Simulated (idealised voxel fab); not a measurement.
process module | voxel transistor to metal
Shown is cross-section cut, with a width of 170 nm and square cells of size 5 nm.
A cross-section in this document is a grid of square cells, and it is written down as bands, the top band listed before the ones below it; a band is made up of one or more rows of cells. Top, bottom (nm), then materials left to right with widths (nm); lone material tagged "all across" fills the whole band edge to edge; "air" = empty space. All heights in this document are referenced to 0, defined as the level beneath which the wafer, as received, consists entirely of one material. The lowest band is not bounded below; it extends indefinitely downward and is written in the form "0 -> down". Top row gets the first number, bottom row gets the second, and each row in between changes by the same step: that is how a band width like "30->40" works. The designation "nothing altered", where it is given for a processing step, indicates that no cell of the cross-section was altered in the course of that step. "Enclosed internal cavities" - sealed voids, min. 8 cells, no opening to top; format: width x height at distance (distance from left edge; nm throughout). Note: text after step settings on the step line = simulator remark on that step. When a step includes a mask, the "overlay nm" setting on its line states how far to the right of its planned place that mask lay, and negative values state how far to the left.
-- Planned process steps
1) RECEIVE, material Si
2) OXIDIZE, depth nm 5
3) CONFORMAL_DEP, material SiN, thk nm 15
4) PATTERN, tone cover, mask id ACTIVE, material resist, width nm 110, thk nm 15, overlay nm 0
5) DIRECTIONAL_ETCH, etch materials SiN, depth nm 15
6) DIRECTIONAL_ETCH, etch materials SiO2, depth nm 5
7) DIRECTIONAL_ETCH, etch materials Si, depth nm 25
8) STRIP, etch materials resist
9) FILL_DEP, material SiO2, thk nm 15
10) CMP, height nm 15
11) SELECTIVE_ETCH, etch materials SiO2, depth nm 10
12) STRIP, etch materials SiN
13) SELECTIVE_ETCH, etch materials SiO2, depth nm 5
14) OXIDIZE, depth nm 5
15) DIRECTIONAL_DEP, material polySi, thk nm 30
16) DIRECTIONAL_DEP, material SiCN, thk nm 10
17) MASKED_ETCH, tone cover, mask id GATE, width nm 20, etch materials SiCN, depth nm 20, overlay nm 0
18) MASKED_ETCH, tone cover, mask id GATE, width nm 20, etch materials polySi, depth nm 40, overlay nm 0
19) CONFORMAL_DEP, material SiO2, thk nm 5
20) DIRECTIONAL_ETCH, etch materials SiO2, depth nm 5
21) CONFORMAL_DEP, material SiN, thk nm 5
22) DIRECTIONAL_ETCH, etch materials SiN, depth nm 5
23) DIRECTIONAL_ETCH, etch materials SiO2, depth nm 5
24) DIRECTIONAL_ETCH, etch materials Si, depth nm 15
25) EPI, material nSi, thk nm 20
26) FILL_DEP, material SiO2, thk nm 5
27) CMP, height nm 35
28) DIRECTIONAL_DEP, material SiO2, thk nm 15
29) PATTERN, tone open, mask id CONTACT, material resist, width nm 30, pitch nm 60, thk nm 15, overlay nm 0
30) DIRECTIONAL_ETCH, etch materials SiO2, depth nm 40
31) STRIP, etch materials resist
32) CONFORMAL_DEP, material TiN, thk nm 5
33) FILL_DEP, material W, thk nm 10
34) CMP, height nm 50
35) DIRECTIONAL_DEP, material TiN, thk nm 5
36) DIRECTIONAL_DEP, material W, thk nm 15
37) PATTERN, tone cover, mask id METAL_1, material resist, width nm 20, pitch nm 70, thk nm 15, overlay nm 0
38) DIRECTIONAL_ETCH, etch materials W, depth nm 15
39) DIRECTIONAL_ETCH, etch materials TiN, depth nm 5
40) STRIP, etch materials resist
41) CONFORMAL_DEP, material SiN, thk nm 5
42) FILL_DEP, material lowk, thk nm 10
43) CMP, height nm 70
44) CONFORMAL_DEP, material SiCN, thk nm 5
45) DIRECTIONAL_DEP, material lowk, thk nm 25
46) DIRECTIONAL_DEP, material aC, thk nm 10
47) PATTERN, tone open, mask id METAL_2_HOLES, material resist, width nm 15, pitch nm 70, thk nm 25, overlay nm 0
48) DIRECTIONAL_ETCH, etch materials aC, depth nm 10
49) STRIP, etch materials resist
50) DIRECTIONAL_ETCH, etch materials lowk, depth nm 25
51) STRIP, etch materials aC
52) MASKED_ETCH, tone open, mask id METAL_2, width nm 20, pitch nm 70, etch materials lowk, depth nm 15, overlay nm 0
53) MASKED_ETCH, tone open, mask id METAL_2, width nm 20, pitch nm 70, etch materials SiCN, depth nm 5, overlay nm 0
54) CONFORMAL_DEP, material TiN, thk nm 5
55) FILL_DEP, material Cu, thk nm 10
56) CMP, height nm 100
57) CONFORMAL_DEP, material SiCN, thk nm 5
-- Run as planned: first of two wafers
-- Incoming wafer in cross-section (state: after step 1)
  0 -> down | Si all across
  Enclosed internal cavities: none
-- So this is the wafer cross-section right after step 2
  0 -> -5 | SiO2 all across
  Beneath the level -5, the cross-section is identical to its previous state.
-- So this is the wafer cross-section right after step 3
  15 -> 0 | SiN all across
  Beneath the level 0, the cross-section is identical to its previous state.
-- So this is the wafer cross-section right after step 4
  30 -> 15 | 30 of air / 110 of resist / 30 of air
  Beneath the level 15, the cross-section is identical to its previous state.
-- So this is the wafer cross-section right after step 5
  30 -> 15 | 30 of air / 110 of resist / 30 of air
  15 -> 0 | 30 of air / 110 of SiN / 30 of air
  Beneath the level 0, the cross-section is identical to its previous state.
-- So this is the wafer cross-section right after step 6
  30 -> 15 | 30 of air / 110 of resist / 30 of air
  15 -> 0 | 30 of air / 110 of SiN / 30 of air
  0 -> -5 | 30 of air / 110 of SiO2 / 30 of air
  Beneath the level -5, the cross-section is identical to its previous state.
-- So this is the wafer cross-section right after step 7
  30 -> 15 | 30 of air / 110 of resist / 30 of air
  15 -> 0 | 30 of air / 110 of SiN / 30 of air
  0 -> -5 | 30 of air / 110 of SiO2 / 30 of air
  -5 -> -30 | 30 of air / 110 of Si / 30 of air
  Beneath the level -30, the cross-section is identical to its previous state.
-- So this is the wafer cross-section right after step 8
  15 -> 0 | 30 of air / 110 of SiN / 30 of air
  Beneath the level 0, the cross-section is identical to its previous state.
-- So this is the wafer cross-section right after step 9
  30 -> 15 | SiO2 all across
  15 -> 0 | 30 of SiO2 / 110 of SiN / 30 of SiO2
  0 -> -5 | SiO2 all across
  -5 -> -30 | 30 of SiO2 / 110 of Si / 30 of SiO2
  Beneath the level -30, the cross-section is identical to its previous state.
-- So this is the wafer cross-section right after step 10
  15 -> 0 | 30 of SiO2 / 110 of SiN / 30 of SiO2
  Beneath the level 0, the cross-section is identical to its previous state.
-- So this is the wafer cross-section right after step 11
  15 -> 5 | 30 of air / 110 of SiN / 30 of air
  Beneath the level 5, the cross-section is identical to its previous state.
-- So this is the wafer cross-section right after step 12
  5 -> 0 | 30 of SiO2 / 110 of air / 30 of SiO2
  Beneath the level 0, the cross-section is identical to its previous state.
-- So this is the wafer cross-section right after step 13
  0 -> -5 | 25 of SiO2 / 120 of air / 25 of SiO2
  Beneath the level -5, the cross-section is identical to its previous state.
-- So this is the wafer cross-section right after step 14
  0 -> -5 | 25 of SiO2 / 120 of air / 25 of SiO2
  -5 -> -10 | SiO2 all across
  Beneath the level -10, the cross-section is identical to its previous state.
-- So this is the wafer cross-section right after step 15
  30 -> 25 | 25 of polySi / 120 of air / 25 of polySi
  25 -> 0 | polySi all across
  0 -> -5 | 25 of SiO2 / 120 of polySi / 25 of SiO2
  Beneath the level -5, the cross-section is identical to its previous state.
-- So this is the wafer cross-section right after step 16
  40 -> 35 | 25 of SiCN / 120 of air / 25 of SiCN
  35 -> 30 | SiCN all across
  30 -> 25 | 25 of polySi / 120 of SiCN / 25 of polySi
  Beneath the level 25, the cross-section is identical to its previous state.
-- So this is the wafer cross-section right after step 17
  35 -> 30 | 75 of air / 20 of SiCN / 75 of air
  30 -> 25 | 25 of polySi / 50 of air / 20 of SiCN / 50 of air / 25 of polySi
  Beneath the level 25, the cross-section is identical to its previous state.
-- So this is the wafer cross-section right after step 18
  35 -> 25 | 75 of air / 20 of SiCN / 75 of air
  25 -> 0 | 75 of air / 20 of polySi / 75 of air
  0 -> -5 | 25 of SiO2 / 50 of air / 20 of polySi / 50 of air / 25 of SiO2
  Beneath the level -5, the cross-section is identical to its previous state.
-- So this is the wafer cross-section right after step 19
  40 -> 35 | 70 of air / 30 of SiO2 / 70 of air
  35 -> 25 | 70 of air / 5 of SiO2 / 20 of SiCN / 5 of SiO2 / 70 of air
  25 -> 5 | 70 of air / 5 of SiO2 / 20 of polySi / 5 of SiO2 / 70 of air
  5 -> 0 | 30 of SiO2 / 40 of air / 5 of SiO2 / 20 of polySi / 5 of SiO2 / 40 of air / 30 of SiO2
  0 -> -5 | 75 of SiO2 / 20 of polySi / 75 of SiO2
  Beneath the level -5, the cross-section is identical to its previous state.
-- So this is the wafer cross-section right after step 20
  35 -> 25 | 70 of air / 5 of SiO2 / 20 of SiCN / 5 of SiO2 / 70 of air
  25 -> 0 | 70 of air / 5 of SiO2 / 20 of polySi / 5 of SiO2 / 70 of air
  0 -> -5 | 30 of SiO2 / 40 of air / 5 of SiO2 / 20 of polySi / 5 of SiO2 / 40 of air / 30 of SiO2
  Beneath the level -5, the cross-section is identical to its previous state.
-- So this is the wafer cross-section right after step 21
  40 -> 35 | 65 of air / 40 of SiN / 65 of air
  35 -> 25 | 65 of air / 5 of SiN / 5 of SiO2 / 20 of SiCN / 5 of SiO2 / 5 of SiN / 65 of air
  25 -> 5 | 65 of air / 5 of SiN / 5 of SiO2 / 20 of polySi / 5 of SiO2 / 5 of SiN / 65 of air
  5 -> 0 | 35 of SiN / 30 of air / 5 of SiN / 5 of SiO2 / 20 of polySi / 5 of SiO2 / 5 of SiN / 30 of air / 35 of SiN
  0 -> -5 | 30 of SiO2 / 40 of SiN / 5 of SiO2 / 20 of polySi / 5 of SiO2 / 40 of SiN / 30 of SiO2
  Beneath the level -5, the cross-section is identical to its previous state.
-- So this is the wafer cross-section right after step 22
  35 -> 25 | 65 of air / 5 of SiN / 5 of SiO2 / 20 of SiCN / 5 of SiO2 / 5 of SiN / 65 of air
  25 -> 0 | 65 of air / 5 of SiN / 5 of SiO2 / 20 of polySi / 5 of SiO2 / 5 of SiN / 65 of air
  0 -> -5 | 30 of SiO2 / 5 of SiN / 30 of air / 5 of SiN / 5 of SiO2 / 20 of polySi / 5 of SiO2 / 5 of SiN / 30 of air / 5 of SiN / 30 of SiO2
  Beneath the level -5, the cross-section is identical to its previous state.
-- So this is the wafer cross-section right after step 23
  35 -> 30 | 65 of air / 5 of SiN / 5 of air / 20 of SiCN / 5 of air / 5 of SiN / 65 of air
  30 -> 25 | 65 of air / 5 of SiN / 5 of SiO2 / 20 of SiCN / 5 of SiO2 / 5 of SiN / 65 of air
  25 -> 0 | 65 of air / 5 of SiN / 5 of SiO2 / 20 of polySi / 5 of SiO2 / 5 of SiN / 65 of air
  0 -> -5 | 30 of air / 5 of SiN / 30 of air / 5 of SiN / 5 of SiO2 / 20 of polySi / 5 of SiO2 / 5 of SiN / 30 of air / 5 of SiN / 30 of air
  -5 -> -10 | 35 of SiO2 / 30 of air / 40 of SiO2 / 30 of air / 35 of SiO2
  Beneath the level -10, the cross-section is identical to its previous state.
-- So this is the wafer cross-section right after step 24
  35 -> 30 | 65 of air / 5 of SiN / 5 of air / 20 of SiCN / 5 of air / 5 of SiN / 65 of air
  30 -> 25 | 65 of air / 5 of SiN / 5 of SiO2 / 20 of SiCN / 5 of SiO2 / 5 of SiN / 65 of air
  25 -> 0 | 65 of air / 5 of SiN / 5 of SiO2 / 20 of polySi / 5 of SiO2 / 5 of SiN / 65 of air
  0 -> -5 | 30 of air / 5 of SiN / 30 of air / 5 of SiN / 5 of SiO2 / 20 of polySi / 5 of SiO2 / 5 of SiN / 30 of air / 5 of SiN / 30 of air
  -5 -> -10 | 35 of SiO2 / 30 of air / 40 of SiO2 / 30 of air / 35 of SiO2
  -10 -> -25 | 30 of SiO2 / 5 of Si / 30 of air / 40 of Si / 30 of air / 5 of Si / 30 of SiO2
  Beneath the level -25, the cross-section is identical to its previous state.
-- So this is the wafer cross-section right after step 25
  35 -> 30 | 65 of air / 5 of SiN / 5 of air / 20 of SiCN / 5 of air / 5 of SiN / 65 of air
  30 -> 25 | 65 of air / 5 of SiN / 5 of SiO2 / 20 of SiCN / 5 of SiO2 / 5 of SiN / 65 of air
  25 -> 10 | 65 of air / 5 of SiN / 5 of SiO2 / 20 of polySi / 5 of SiO2 / 5 of SiN / 65 of air
  10 -> 0 | 25 of air / 40 of nSi / 5 of SiN / 5 of SiO2 / 20 of polySi / 5 of SiO2 / 5 of SiN / 40 of nSi / 25 of air
  0 -> -5 | 25 of air / 5 of nSi / 5 of SiN / 30 of nSi / 5 of SiN / 5 of SiO2 / 20 of polySi / 5 of SiO2 / 5 of SiN / 30 of nSi / 5 of SiN / 5 of nSi / 25 of air
  -5 -> -10 | 35 of SiO2 / 30 of nSi / 40 of SiO2 / 30 of nSi / 35 of SiO2
  -10 -> -25 | 30 of SiO2 / 5 of Si / 30 of nSi / 40 of Si / 30 of nSi / 5 of Si / 30 of SiO2
  Beneath the level -25, the cross-section is identical to its previous state.
-- So this is the wafer cross-section right after step 26
  40 -> 35 | SiO2 all across
  35 -> 25 | 65 of SiO2 / 5 of SiN / 5 of SiO2 / 20 of SiCN / 5 of SiO2 / 5 of SiN / 65 of SiO2
  25 -> 10 | 65 of SiO2 / 5 of SiN / 5 of SiO2 / 20 of polySi / 5 of SiO2 / 5 of SiN / 65 of SiO2
  10 -> 0 | 25 of SiO2 / 40 of nSi / 5 of SiN / 5 of SiO2 / 20 of polySi / 5 of SiO2 / 5 of SiN / 40 of nSi / 25 of SiO2
  0 -> -5 | 25 of SiO2 / 5 of nSi / 5 of SiN / 30 of nSi / 5 of SiN / 5 of SiO2 / 20 of polySi / 5 of SiO2 / 5 of SiN / 30 of nSi / 5 of SiN / 5 of nSi / 25 of SiO2
  Beneath the level -5, the cross-section is identical to its previous state.
-- So this is the wafer cross-section right after step 27
  35 -> 25 | 65 of SiO2 / 5 of SiN / 5 of SiO2 / 20 of SiCN / 5 of SiO2 / 5 of SiN / 65 of SiO2
  Beneath the level 25, the cross-section is identical to its previous state.
-- So this is the wafer cross-section right after step 28
  50 -> 35 | SiO2 all across
  Beneath the level 35, the cross-section is identical to its previous state.
-- So this is the wafer cross-section right after step 29
  65 -> 50 | 40 of resist / 30 of air / 30 of resist / 30 of air / 40 of resist
  Beneath the level 50, the cross-section is identical to its previous state.
-- So this is the wafer cross-section right after step 30
  65 -> 50 | 40 of resist / 30 of air / 30 of resist / 30 of air / 40 of resist
  50 -> 35 | 40 of SiO2 / 30 of air / 30 of SiO2 / 30 of air / 40 of SiO2
  35 -> 25 | 40 of SiO2 / 25 of air / 5 of SiN / 5 of SiO2 / 20 of SiCN / 5 of SiO2 / 5 of SiN / 25 of air / 40 of SiO2
  25 -> 10 | 40 of SiO2 / 25 of air / 5 of SiN / 5 of SiO2 / 20 of polySi / 5 of SiO2 / 5 of SiN / 25 of air / 40 of SiO2
  Beneath the level 10, the cross-section is identical to its previous state.
-- So this is the wafer cross-section right after step 31
  50 -> 35 | 40 of SiO2 / 30 of air / 30 of SiO2 / 30 of air / 40 of SiO2
  Beneath the level 35, the cross-section is identical to its previous state.
-- So this is the wafer cross-section right after step 32
  55 -> 50 | 45 of TiN / 20 of air / 40 of TiN / 20 of air / 45 of TiN
  50 -> 40 | 40 of SiO2 / 5 of TiN / 20 of air / 5 of TiN / 30 of SiO2 / 5 of TiN / 20 of air / 5 of TiN / 40 of SiO2
  40 -> 35 | 40 of SiO2 / 5 of TiN / 15 of air / 10 of TiN / 30 of SiO2 / 10 of TiN / 15 of air / 5 of TiN / 40 of SiO2
  35 -> 25 | 40 of SiO2 / 5 of TiN / 15 of air / 5 of TiN / 5 of SiN / 5 of SiO2 / 20 of SiCN / 5 of SiO2 / 5 of SiN / 5 of TiN / 15 of air / 5 of TiN / 40 of SiO2
  25 -> 15 | 40 of SiO2 / 5 of TiN / 15 of air / 5 of TiN / 5 of SiN / 5 of SiO2 / 20 of polySi / 5 of SiO2 / 5 of SiN / 5 of TiN / 15 of air / 5 of TiN / 40 of SiO2
  15 -> 10 | 40 of SiO2 / 25 of TiN / 5 of SiN / 5 of SiO2 / 20 of polySi / 5 of SiO2 / 5 of SiN / 25 of TiN / 40 of SiO2
  Beneath the level 10, the cross-section is identical to its previous state.
-- So this is the wafer cross-section right after step 33
  65 -> 55 | W all across
  55 -> 50 | 45 of TiN / 20 of W / 40 of TiN / 20 of W / 45 of TiN
  50 -> 40 | 40 of SiO2 / 5 of TiN / 20 of W / 5 of TiN / 30 of SiO2 / 5 of TiN / 20 of W / 5 of TiN / 40 of SiO2
  40 -> 35 | 40 of SiO2 / 5 of TiN / 15 of W / 10 of TiN / 30 of SiO2 / 10 of TiN / 15 of W / 5 of TiN / 40 of SiO2
  35 -> 25 | 40 of SiO2 / 5 of TiN / 15 of W / 5 of TiN / 5 of SiN / 5 of SiO2 / 20 of SiCN / 5 of SiO2 / 5 of SiN / 5 of TiN / 15 of W / 5 of TiN / 40 of SiO2
  25 -> 15 | 40 of SiO2 / 5 of TiN / 15 of W / 5 of TiN / 5 of SiN / 5 of SiO2 / 20 of polySi / 5 of SiO2 / 5 of SiN / 5 of TiN / 15 of W / 5 of TiN / 40 of SiO2
  Beneath the level 15, the cross-section is identical to its previous state.
-- So this is the wafer cross-section right after step 34
  50 -> 40 | 40 of SiO2 / 5 of TiN / 20 of W / 5 of TiN / 30 of SiO2 / 5 of TiN / 20 of W / 5 of TiN / 40 of SiO2
  Beneath the level 40, the cross-section is identical to its previous state.
-- So this is the wafer cross-section right after step 35
  55 -> 50 | TiN all across
  Beneath the level 50, the cross-section is identical to its previous state.
-- So this is the wafer cross-section right after step 36
  70 -> 55 | W all across
  Beneath the level 55, the cross-section is identical to its previous state.
-- So this is the wafer cross-section right after step 37
  85 -> 70 | 40 of air / 20 of resist / 50 of air / 20 of resist / 40 of air
  Beneath the level 70, the cross-section is identical to its previous state.
-- So this is the wafer cross-section right after step 38
  85 -> 70 | 40 of air / 20 of resist / 50 of air / 20 of resist / 40 of air
  70 -> 55 | 40 of air / 20 of W / 50 of air / 20 of W / 40 of air
  Beneath the level 55, the cross-section is identical to its previous state.
-- So this is the wafer cross-section right after step 39
  85 -> 70 | 40 of air / 20 of resist / 50 of air / 20 of resist / 40 of air
  70 -> 55 | 40 of air / 20 of W / 50 of air / 20 of W / 40 of air
  55 -> 50 | 40 of air / 20 of TiN / 50 of air / 20 of TiN / 40 of air
  Beneath the level 50, the cross-section is identical to its previous state.
-- So this is the wafer cross-section right after step 40
  70 -> 55 | 40 of air / 20 of W / 50 of air / 20 of W / 40 of air
  Beneath the level 55, the cross-section is identical to its previous state.
-- So this is the wafer cross-section right after step 41
  75 -> 70 | 35 of air / 30 of SiN / 40 of air / 30 of SiN / 35 of air
  70 -> 55 | 35 of air / 5 of SiN / 20 of W / 5 of SiN / 40 of air / 5 of SiN / 20 of W / 5 of SiN / 35 of air
  55 -> 50 | 40 of SiN / 20 of TiN / 50 of SiN / 20 of TiN / 40 of SiN
  Beneath the level 50, the cross-section is identical to its previous state.
-- So this is the wafer cross-section right after step 42
  85 -> 75 | lowk all across
  75 -> 70 | 35 of lowk / 30 of SiN / 40 of lowk / 30 of SiN / 35 of lowk
  70 -> 55 | 35 of lowk / 5 of SiN / 20 of W / 5 of SiN / 40 of lowk / 5 of SiN / 20 of W / 5 of SiN / 35 of lowk
  Beneath the level 55, the cross-section is identical to its previous state.
-- So this is the wafer cross-section right after step 43
  70 -> 55 | 35 of lowk / 5 of SiN / 20 of W / 5 of SiN / 40 of lowk / 5 of SiN / 20 of W / 5 of SiN / 35 of lowk
  Beneath the level 55, the cross-section is identical to its previous state.
-- So this is the wafer cross-section right after step 44
  75 -> 70 | SiCN all across
  Beneath the level 70, the cross-section is identical to its previous state.
-- So this is the wafer cross-section right after step 45
  100 -> 75 | lowk all across
  Beneath the level 75, the cross-section is identical to its previous state.
-- So this is the wafer cross-section right after step 46
  110 -> 100 | aC all across
  Beneath the level 100, the cross-section is identical to its previous state.
-- So this is the wafer cross-section right after step 47
  135 -> 110 | 40 of resist / 15 of air / 55 of resist / 15 of air / 45 of resist
  Beneath the level 110, the cross-section is identical to its previous state.
-- So this is the wafer cross-section right after step 48
  125 -> 110 | 40 of resist / 15 of air / 55 of resist / 15 of air / 45 of resist
  110 -> 100 | 40 of aC / 15 of air / 55 of aC / 15 of air / 45 of aC
  Beneath the level 100, the cross-section is identical to its previous state.
-- So this is the wafer cross-section right after step 49
  110 -> 100 | 40 of aC / 15 of air / 55 of aC / 15 of air / 45 of aC
  Beneath the level 100, the cross-section is identical to its previous state.
-- So this is the wafer cross-section right after step 50
  110 -> 100 | 40 of aC / 15 of air / 55 of aC / 15 of air / 45 of aC
  100 -> 75 | 40 of lowk / 15 of air / 55 of lowk / 15 of air / 45 of lowk
  Beneath the level 75, the cross-section is identical to its previous state.
-- So this is the wafer cross-section right after step 51
  100 -> 75 | 40 of lowk / 15 of air / 55 of lowk / 15 of air / 45 of lowk
  Beneath the level 75, the cross-section is identical to its previous state.
-- So this is the wafer cross-section right after step 52
  100 -> 85 | 40 of lowk / 20 of air / 50 of lowk / 20 of air / 40 of lowk
  Beneath the level 85, the cross-section is identical to its previous state.
-- So this is the wafer cross-section right after step 53
  100 -> 85 | 40 of lowk / 20 of air / 50 of lowk / 20 of air / 40 of lowk
  85 -> 75 | 40 of lowk / 15 of air / 55 of lowk / 15 of air / 45 of lowk
  75 -> 70 | 40 of SiCN / 15 of air / 55 of SiCN / 15 of air / 45 of SiCN
  Beneath the level 70, the cross-section is identical to its previous state.
-- So this is the wafer cross-section right after step 54
  105 -> 100 | 45 of TiN / 10 of air / 60 of TiN / 10 of air / 45 of TiN
  100 -> 90 | 40 of lowk / 5 of TiN / 10 of air / 5 of TiN / 50 of lowk / 5 of TiN / 10 of air / 5 of TiN / 40 of lowk
  90 -> 85 | 40 of lowk / 5 of TiN / 5 of air / 10 of TiN / 50 of lowk / 5 of TiN / 5 of air / 10 of TiN / 40 of lowk
  85 -> 75 | 40 of lowk / 5 of TiN / 5 of air / 5 of TiN / 55 of lowk / 5 of TiN / 5 of air / 5 of TiN / 45 of lowk
  75 -> 70 | 40 of SiCN / 15 of TiN / 55 of SiCN / 15 of TiN / 45 of SiCN
  Beneath the level 70, the cross-section is identical to its previous state.
-- So this is the wafer cross-section right after step 55
  115 -> 105 | Cu all across
  105 -> 100 | 45 of TiN / 10 of Cu / 60 of TiN / 10 of Cu / 45 of TiN
  100 -> 90 | 40 of lowk / 5 of TiN / 10 of Cu / 5 of TiN / 50 of lowk / 5 of TiN / 10 of Cu / 5 of TiN / 40 of lowk
  90 -> 85 | 40 of lowk / 5 of TiN / 5 of Cu / 10 of TiN / 50 of lowk / 5 of TiN / 5 of Cu / 10 of TiN / 40 of lowk
  85 -> 75 | 40 of lowk / 5 of TiN / 5 of Cu / 5 of TiN / 55 of lowk / 5 of TiN / 5 of Cu / 5 of TiN / 45 of lowk
  Beneath the level 75, the cross-section is identical to its previous state.
-- So this is the wafer cross-section right after step 56
  100 -> 90 | 40 of lowk / 5 of TiN / 10 of Cu / 5 of TiN / 50 of lowk / 5 of TiN / 10 of Cu / 5 of TiN / 40 of lowk
  Beneath the level 90, the cross-section is identical to its previous state.
-- So this is the wafer cross-section right after step 57
  105 -> 100 | SiCN all across
  Beneath the level 100, the cross-section is identical to its previous state.
-- Second wafer - shared start and plan with the first - one error in running - same as the first up to step 34 inclusive
-- Second wafer, section view, time point: scheduled end of step 35
  65 -> 50 | TiN all across
  Beneath the level 50, the cross-section is identical to its previous state.
-- Second wafer, section view, time point: scheduled end of step 36
  80 -> 65 | W all across
  Beneath the level 65, the cross-section is identical to its previous state.
-- Second wafer, section view, time point: scheduled end of step 37
  95 -> 80 | 40 of air / 20 of resist / 50 of air / 20 of resist / 40 of air
  Beneath the level 80, the cross-section is identical to its previous state.
-- Second wafer, section view, time point: scheduled end of step 38
  95 -> 80 | 40 of air / 20 of resist / 50 of air / 20 of resist / 40 of air
  80 -> 65 | 40 of air / 20 of W / 50 of air / 20 of W / 40 of air
  Beneath the level 65, the cross-section is identical to its previous state.
-- Second wafer, section view, time point: scheduled end of step 39
  95 -> 80 | 40 of air / 20 of resist / 50 of air / 20 of resist / 40 of air
  80 -> 65 | 40 of air / 20 of W / 50 of air / 20 of W / 40 of air
  65 -> 60 | 40 of air / 20 of TiN / 50 of air / 20 of TiN / 40 of air
  Beneath the level 60, the cross-section is identical to its previous state.
-- Second wafer, section view, time point: scheduled end of step 40
  80 -> 65 | 40 of air / 20 of W / 50 of air / 20 of W / 40 of air
  Beneath the level 65, the cross-section is identical to its previous state.
-- Second wafer, section view, time point: scheduled end of step 41
  85 -> 80 | 35 of air / 30 of SiN / 40 of air / 30 of SiN / 35 of air
  80 -> 65 | 35 of air / 5 of SiN / 20 of W / 5 of SiN / 40 of air / 5 of SiN / 20 of W / 5 of SiN / 35 of air
  65 -> 60 | 40 of SiN / 20 of TiN / 50 of SiN / 20 of TiN / 40 of SiN
  Beneath the level 60, the cross-section is identical to its previous state.
-- Second wafer, section view, time point: scheduled end of step 42
  95 -> 85 | lowk all across
  85 -> 80 | 35 of lowk / 30 of SiN / 40 of lowk / 30 of SiN / 35 of lowk
  80 -> 65 | 35 of lowk / 5 of SiN / 20 of W / 5 of SiN / 40 of lowk / 5 of SiN / 20 of W / 5 of SiN / 35 of lowk
  Beneath the level 65, the cross-section is identical to its previous state.
-- Second wafer, section view, time point: scheduled end of step 43
  70 -> 65 | 35 of lowk / 5 of SiN / 20 of W / 5 of SiN / 40 of lowk / 5 of SiN / 20 of W / 5 of SiN / 35 of lowk
  Beneath the level 65, the cross-section is identical to its previous state.
-- Second wafer, section view, time point: scheduled end of step 44
  75 -> 70 | SiCN all across
  Beneath the level 70, the cross-section is identical to its previous state.
-- Second wafer, section view, time point: scheduled end of step 45
  100 -> 75 | lowk all across
  Beneath the level 75, the cross-section is identical to its previous state.
-- Second wafer, section view, time point: scheduled end of step 46
  110 -> 100 | aC all across
  Beneath the level 100, the cross-section is identical to its previous state.
-- Second wafer, section view, time point: scheduled end of step 47
  135 -> 110 | 40 of resist / 15 of air / 55 of resist / 15 of air / 45 of resist
  Beneath the level 110, the cross-section is identical to its previous state.
-- Second wafer, section view, time point: scheduled end of step 48
  125 -> 110 | 40 of resist / 15 of air / 55 of resist / 15 of air / 45 of resist
  110 -> 100 | 40 of aC / 15 of air / 55 of aC / 15 of air / 45 of aC
  Beneath the level 100, the cross-section is identical to its previous state.
-- Second wafer, section view, time point: scheduled end of step 49
  110 -> 100 | 40 of aC / 15 of air / 55 of aC / 15 of air / 45 of aC
  Beneath the level 100, the cross-section is identical to its previous state.
-- Second wafer, section view, time point: scheduled end of step 50
  110 -> 100 | 40 of aC / 15 of air / 55 of aC / 15 of air / 45 of aC
  100 -> 75 | 40 of lowk / 15 of air / 55 of lowk / 15 of air / 45 of lowk
  Beneath the level 75, the cross-section is identical to its previous state.
-- Second wafer, section view, time point: scheduled end of step 51
  100 -> 75 | 40 of lowk / 15 of air / 55 of lowk / 15 of air / 45 of lowk
  Beneath the level 75, the cross-section is identical to its previous state.
-- Second wafer, section view, time point: scheduled end of step 52
  100 -> 85 | 40 of lowk / 20 of air / 50 of lowk / 20 of air / 40 of lowk
  Beneath the level 85, the cross-section is identical to its previous state.
-- Second wafer, section view, time point: scheduled end of step 53
  100 -> 85 | 40 of lowk / 20 of air / 50 of lowk / 20 of air / 40 of lowk
  85 -> 75 | 40 of lowk / 15 of air / 55 of lowk / 15 of air / 45 of lowk
  75 -> 70 | 40 of SiCN / 15 of air / 55 of SiCN / 15 of air / 45 of SiCN
  Beneath the level 70, the cross-section is identical to its previous state.
-- Second wafer, section view, time point: scheduled end of step 54
  105 -> 100 | 45 of TiN / 10 of air / 60 of TiN / 10 of air / 45 of TiN
  100 -> 90 | 40 of lowk / 5 of TiN / 10 of air / 5 of TiN / 50 of lowk / 5 of TiN / 10 of air / 5 of TiN / 40 of lowk
  90 -> 85 | 40 of lowk / 5 of TiN / 5 of air / 10 of TiN / 50 of lowk / 5 of TiN / 5 of air / 10 of TiN / 40 of lowk
  85 -> 75 | 40 of lowk / 5 of TiN / 5 of air / 5 of TiN / 55 of lowk / 5 of TiN / 5 of air / 5 of TiN / 45 of lowk
  75 -> 70 | 40 of SiCN / 15 of TiN / 55 of SiCN / 15 of TiN / 45 of SiCN
  Beneath the level 70, the cross-section is identical to its previous state.
-- Second wafer, section view, time point: scheduled end of step 55
  115 -> 105 | Cu all across
  105 -> 100 | 45 of TiN / 10 of Cu / 60 of TiN / 10 of Cu / 45 of TiN
  100 -> 90 | 40 of lowk / 5 of TiN / 10 of Cu / 5 of TiN / 50 of lowk / 5 of TiN / 10 of Cu / 5 of TiN / 40 of lowk
  90 -> 85 | 40 of lowk / 5 of TiN / 5 of Cu / 10 of TiN / 50 of lowk / 5 of TiN / 5 of Cu / 10 of TiN / 40 of lowk
  85 -> 75 | 40 of lowk / 5 of TiN / 5 of Cu / 5 of TiN / 55 of lowk / 5 of TiN / 5 of Cu / 5 of TiN / 45 of lowk
  Beneath the level 75, the cross-section is identical to its previous state.
-- Second wafer, section view, time point: scheduled end of step 56
  100 -> 90 | 40 of lowk / 5 of TiN / 10 of Cu / 5 of TiN / 50 of lowk / 5 of TiN / 10 of Cu / 5 of TiN / 40 of lowk
  Beneath the level 90, the cross-section is identical to its previous state.
-- Second wafer, section view, time point: scheduled end of step 57
  105 -> 100 | SiCN all across
  Beneath the level 100, the cross-section is identical to its previous state.
Heads up, the wafer didn't run the way we planned it: step 35, actual vs plan mismatch, actual run DIRECTIONAL_DEP, material TiN, thk nm 15
Final difference in cells, second wafer against first, listed per material as more or fewer: SiN: 8 fewer; TiN: 68 more; W: 16 fewer; lowk: 44 fewer
